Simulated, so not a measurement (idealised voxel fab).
process module | voxel wiring stack
cross-section cut | 160 nm wide | cells 5 nm
A cross-section is a grid of square cells, given in bands from the top down. A band is one or more rows of cells.
Each band's line starts with the height of the band's top and of its bottom, in nm. Then come its materials from left to right, each with its width in nm. One material with "throughout" fills the band from edge to edge. "air" is empty space.
Height 0 is the level under which the wafer as received is all one material. The lowest band goes on downwards, as in "0 down".
A width such as "30 to 40" changes by the same amount from each row of cells to the next, from the band's top row to its bottom row.
"no change" after a step means that no cell of the cross-section changed.
closed voids: empty space of 8 cells or more with no open way to the top, each as width x height at its distance from the left edge, in nm
after a step's settings: what the simulator itself notes on the step
overlay nm, on a step with a mask: how far to the right of its planned place the mask lay; to the left if negative
plan
1 op RECEIVE | material Si
2 op CONFORMAL_DEP | material SiO2 | thk nm 15
3 op CONFORMAL_DEP | material SiN | thk nm 5
4 op DIRECTIONAL_DEP | material SiO2 | thk nm 25
5 op PATTERN | tone open | mask id METAL_1 | material resist | width nm 25 | pitch nm 45 | thk nm 15 | overlay nm 0
6 op DIRECTIONAL_ETCH | etch materials SiO2 | depth nm 25
7 op DIRECTIONAL_ETCH | etch materials SiN | depth nm 5
8 op STRIP | etch materials resist
9 op CONFORMAL_DEP | material TiN | thk nm 5
10 op FILL_DEP | material W | thk nm 5
11 op CMP | height nm 45
12 op CONFORMAL_DEP | material SiCN | thk nm 5
13 op DIRECTIONAL_DEP | material SiO2 | thk nm 30
14 op DIRECTIONAL_DEP | material aC | thk nm 10
15 op PATTERN | tone open | mask id METAL_2_HOLES | material resist | width nm 15 | pitch nm 90 | thk nm 30 | overlay nm 0
16 op DIRECTIONAL_ETCH | etch materials aC | depth nm 10
17 op STRIP | etch materials resist
18 op DIRECTIONAL_ETCH | etch materials SiO2 | depth nm 30
19 op STRIP | etch materials aC
20 op DIRECTIONAL_DEP | material aC | thk nm 15
21 op PATTERN | tone open | mask id METAL_2 | material resist | width nm 25 | pitch nm 45 | thk nm 35 | overlay nm 0
22 op DIRECTIONAL_ETCH | etch materials aC | depth nm 15
23 op STRIP | etch materials resist
24 op DIRECTIONAL_ETCH | etch materials SiO2 | depth nm 15
25 op DIRECTIONAL_ETCH | etch materials SiCN | depth nm 5
26 op STRIP | etch materials aC
27 op CONFORMAL_DEP | material TiN | thk nm 5
28 op FILL_DEP | material Cu | thk nm 10
29 op CMP | height nm 80
30 op CONFORMAL_DEP | material SiCN | thk nm 5
first wafer, as planned
as received, after step 1
  0 down: Si throughout
  closed voids: none
after step 2
  15 to 0: SiO2 throughout
  below 0: unchanged
after step 3
  20 to 15: SiN throughout
  below 15: unchanged
after step 4
  45 to 20: SiO2 throughout
  below 20: unchanged
after step 5
  60 to 45: resist 20 | air 25 | resist 20 | air 25 | resist 20 | air 25 | resist 25
  below 45: unchanged
after step 6
  60 to 45: resist 20 | air 25 | resist 20 | air 25 | resist 20 | air 25 | resist 25
  45 to 20: SiO2 20 | air 25 | SiO2 20 | air 25 | SiO2 20 | air 25 | SiO2 25
  below 20: unchanged
after step 7
  60 to 45: resist 20 | air 25 | resist 20 | air 25 | resist 20 | air 25 | resist 25
  45 to 20: SiO2 20 | air 25 | SiO2 20 | air 25 | SiO2 20 | air 25 | SiO2 25
  20 to 15: SiN 20 | air 25 | SiN 20 | air 25 | SiN 20 | air 25 | SiN 25
  below 15: unchanged
after step 8
  45 to 20: SiO2 20 | air 25 | SiO2 20 | air 25 | SiO2 20 | air 25 | SiO2 25
  below 20: unchanged
after step 9
  50 to 45: TiN 25 | air 15 | TiN 30 | air 15 | TiN 30 | air 15 | TiN 30
  45 to 20: SiO2 20 | TiN 5 | air 15 | TiN 5 | SiO2 20 | TiN 5 | air 15 | TiN 5 | SiO2 20 | TiN 5 | air 15 | TiN 5 | SiO2 25
  20 to 15: SiN 20 | TiN 25 | SiN 20 | TiN 25 | SiN 20 | TiN 25 | SiN 25
  below 15: unchanged
after step 10
  55 to 50: W throughout
  50 to 45: TiN 25 | W 15 | TiN 30 | W 15 | TiN 30 | W 15 | TiN 30
  45 to 20: SiO2 20 | TiN 5 | W 15 | TiN 5 | SiO2 20 | TiN 5 | W 15 | TiN 5 | SiO2 20 | TiN 5 | W 15 | TiN 5 | SiO2 25
  below 20: unchanged
after step 11
  45 to 20: SiO2 20 | TiN 5 | W 15 | TiN 5 | SiO2 20 | TiN 5 | W 15 | TiN 5 | SiO2 20 | TiN 5 | W 15 | TiN 5 | SiO2 25
  below 20: unchanged
after step 12
  50 to 45: SiCN throughout
  below 45: unchanged
after step 13
  80 to 50: SiO2 throughout
  below 50: unchanged
after step 14
  90 to 80: aC throughout
  below 80: unchanged
after step 15
  120 to 90: resist 20 | air 15 | resist 75 | air 15 | resist 35
  below 90: unchanged
after step 16
  110 to 90: resist 20 | air 15 | resist 75 | air 15 | resist 35
  90 to 80: aC 20 | air 15 | aC 75 | air 15 | aC 35
  below 80: unchanged
after step 17
  90 to 80: aC 20 | air 15 | aC 75 | air 15 | aC 35
  below 80: unchanged
after step 18
  90 to 80: aC 20 | air 15 | aC 75 | air 15 | aC 35
  80 to 50: SiO2 20 | air 15 | SiO2 75 | air 15 | SiO2 35
  below 50: unchanged
after step 19
  80 to 50: SiO2 20 | air 15 | SiO2 75 | air 15 | SiO2 35
  below 50: unchanged
after step 20
  95 to 80: aC 20 | air 15 | aC 75 | air 15 | aC 35
  80 to 65: SiO2 20 | air 15 | SiO2 75 | air 15 | SiO2 35
  65 to 50: SiO2 20 | aC 15 | SiO2 75 | aC 15 | SiO2 35
  below 50: unchanged
after step 21
  130 to 95: resist 20 | air 25 | resist 20 | air 25 | resist 20 | air 25 | resist 25
  below 95: unchanged
after step 22
  115 to 95: resist 20 | air 25 | resist 20 | air 25 | resist 20 | air 25 | resist 25
  95 to 80: aC 20 | air 25 | aC 20 | air 25 | aC 20 | air 25 | aC 25
  80 to 50: SiO2 20 | air 15 | SiO2 75 | air 15 | SiO2 35
  below 50: unchanged
after step 23
  95 to 80: aC 20 | air 25 | aC 20 | air 25 | aC 20 | air 25 | aC 25
  below 80: unchanged
after step 24
  95 to 80: aC 20 | air 25 | aC 20 | air 25 | aC 20 | air 25 | aC 25
  80 to 65: SiO2 20 | air 25 | SiO2 20 | air 25 | SiO2 20 | air 25 | SiO2 25
  below 65: unchanged
after step 25
  95 to 80: aC 20 | air 25 | aC 20 | air 25 | aC 20 | air 25 | aC 25
  80 to 65: SiO2 20 | air 25 | SiO2 20 | air 25 | SiO2 20 | air 25 | SiO2 25
  65 to 50: SiO2 20 | air 15 | SiO2 75 | air 15 | SiO2 35
  50 to 45: SiCN 20 | air 15 | SiCN 75 | air 15 | SiCN 35
  below 45: unchanged
after step 26
  80 to 65: SiO2 20 | air 25 | SiO2 20 | air 25 | SiO2 20 | air 25 | SiO2 25
  below 65: unchanged
after step 27
  85 to 80: TiN 25 | air 15 | TiN 30 | air 15 | TiN 30 | air 15 | TiN 30
  80 to 70: SiO2 20 | TiN 5 | air 15 | TiN 5 | SiO2 20 | TiN 5 | air 15 | TiN 5 | SiO2 20 | TiN 5 | air 15 | TiN 5 | SiO2 25
  70 to 65: SiO2 20 | TiN 5 | air 5 | TiN 15 | SiO2 20 | TiN 25 | SiO2 20 | TiN 5 | air 5 | TiN 15 | SiO2 25
  65 to 50: SiO2 20 | TiN 5 | air 5 | TiN 5 | SiO2 75 | TiN 5 | air 5 | TiN 5 | SiO2 35
  50 to 45: SiCN 20 | TiN 15 | SiCN 75 | TiN 15 | SiCN 35
  below 45: unchanged
after step 28
  95 to 85: Cu throughout
  85 to 80: TiN 25 | Cu 15 | TiN 30 | Cu 15 | TiN 30 | Cu 15 | TiN 30
  80 to 70: SiO2 20 | TiN 5 | Cu 15 | TiN 5 | SiO2 20 | TiN 5 | Cu 15 | TiN 5 | SiO2 20 | TiN 5 | Cu 15 | TiN 5 | SiO2 25
  70 to 65: SiO2 20 | TiN 5 | Cu 5 | TiN 15 | SiO2 20 | TiN 25 | SiO2 20 | TiN 5 | Cu 5 | TiN 15 | SiO2 25
  65 to 50: SiO2 20 | TiN 5 | Cu 5 | TiN 5 | SiO2 75 | TiN 5 | Cu 5 | TiN 5 | SiO2 35
  below 50: unchanged
after step 29
  80 to 70: SiO2 20 | TiN 5 | Cu 15 | TiN 5 | SiO2 20 | TiN 5 | Cu 15 | TiN 5 | SiO2 20 | TiN 5 | Cu 15 | TiN 5 | SiO2 25
  below 70: unchanged
after step 30
  85 to 80: SiCN throughout
  below 80: unchanged
second wafer: like start, like plan, one mistake. Through step 11 it matches the first wafer
when step 12 should have ended
  50 to 45: SiO2 throughout
  below 45: unchanged
when step 13 should have ended
  80 to 45: SiO2 throughout
  below 45: unchanged
when step 14 should have ended
  90 to 80: aC throughout
  below 80: unchanged
when step 15 should have ended
  120 to 90: resist 20 | air 15 | resist 75 | air 15 | resist 35
  below 90: unchanged
when step 16 should have ended
  110 to 90: resist 20 | air 15 | resist 75 | air 15 | resist 35
  90 to 80: aC 20 | air 15 | aC 75 | air 15 | aC 35
  below 80: unchanged
when step 17 should have ended
  90 to 80: aC 20 | air 15 | aC 75 | air 15 | aC 35
  below 80: unchanged
when step 18 should have ended
  90 to 80: aC 20 | air 15 | aC 75 | air 15 | aC 35
  80 to 50: SiO2 20 | air 15 | SiO2 75 | air 15 | SiO2 35
  below 50: unchanged
when step 19 should have ended
  80 to 50: SiO2 20 | air 15 | SiO2 75 | air 15 | SiO2 35
  below 50: unchanged
when step 20 should have ended
  95 to 80: aC 20 | air 15 | aC 75 | air 15 | aC 35
  80 to 65: SiO2 20 | air 15 | SiO2 75 | air 15 | SiO2 35
  65 to 50: SiO2 20 | aC 15 | SiO2 75 | aC 15 | SiO2 35
  below 50: unchanged
when step 21 should have ended
  130 to 95: resist 20 | air 25 | resist 20 | air 25 | resist 20 | air 25 | resist 25
  below 95: unchanged
when step 22 should have ended
  115 to 95: resist 20 | air 25 | resist 20 | air 25 | resist 20 | air 25 | resist 25
  95 to 80: aC 20 | air 25 | aC 20 | air 25 | aC 20 | air 25 | aC 25
  80 to 50: SiO2 20 | air 15 | SiO2 75 | air 15 | SiO2 35
  below 50: unchanged
when step 23 should have ended
  95 to 80: aC 20 | air 25 | aC 20 | air 25 | aC 20 | air 25 | aC 25
  below 80: unchanged
when step 24 should have ended
  95 to 80: aC 20 | air 25 | aC 20 | air 25 | aC 20 | air 25 | aC 25
  80 to 65: SiO2 20 | air 25 | SiO2 20 | air 25 | SiO2 20 | air 25 | SiO2 25
  65 to 45: SiO2 20 | air 15 | SiO2 75 | air 15 | SiO2 35
  below 45: unchanged
when step 25 should have ended: no change
when step 26 should have ended
  80 to 65: SiO2 20 | air 25 | SiO2 20 | air 25 | SiO2 20 | air 25 | SiO2 25
  below 65: unchanged
when step 27 should have ended
  85 to 80: TiN 25 | air 15 | TiN 30 | air 15 | TiN 30 | air 15 | TiN 30
  80 to 70: SiO2 20 | TiN 5 | air 15 | TiN 5 | SiO2 20 | TiN 5 | air 15 | TiN 5 | SiO2 20 | TiN 5 | air 15 | TiN 5 | SiO2 25
  70 to 65: SiO2 20 | TiN 5 | air 5 | TiN 15 | SiO2 20 | TiN 25 | SiO2 20 | TiN 5 | air 5 | TiN 15 | SiO2 25
  65 to 50: SiO2 20 | TiN 5 | air 5 | TiN 5 | SiO2 75 | TiN 5 | air 5 | TiN 5 | SiO2 35
  50 to 45: SiO2 20 | TiN 15 | SiO2 75 | TiN 15 | SiO2 35
  below 45: unchanged
when step 28 should have ended
  95 to 85: Cu throughout
  85 to 80: TiN 25 | Cu 15 | TiN 30 | Cu 15 | TiN 30 | Cu 15 | TiN 30
  80 to 70: SiO2 20 | TiN 5 | Cu 15 | TiN 5 | SiO2 20 | TiN 5 | Cu 15 | TiN 5 | SiO2 20 | TiN 5 | Cu 15 | TiN 5 | SiO2 25
  70 to 65: SiO2 20 | TiN 5 | Cu 5 | TiN 15 | SiO2 20 | TiN 25 | SiO2 20 | TiN 5 | Cu 5 | TiN 15 | SiO2 25
  65 to 50: SiO2 20 | TiN 5 | Cu 5 | TiN 5 | SiO2 75 | TiN 5 | Cu 5 | TiN 5 | SiO2 35
  below 50: unchanged
when step 29 should have ended
  80 to 70: SiO2 20 | TiN 5 | Cu 15 | TiN 5 | SiO2 20 | TiN 5 | Cu 15 | TiN 5 | SiO2 20 | TiN 5 | Cu 15 | TiN 5 | SiO2 25
  below 70: unchanged
when step 30 should have ended
  85 to 80: SiCN throughout
  below 80: unchanged
what went wrong: step 12 ran as: op CONFORMAL_DEP | material SiO2 | thk nm 5
at the end the second wafer has, in cells: 26 fewer of SiCN | 26 more of SiO2
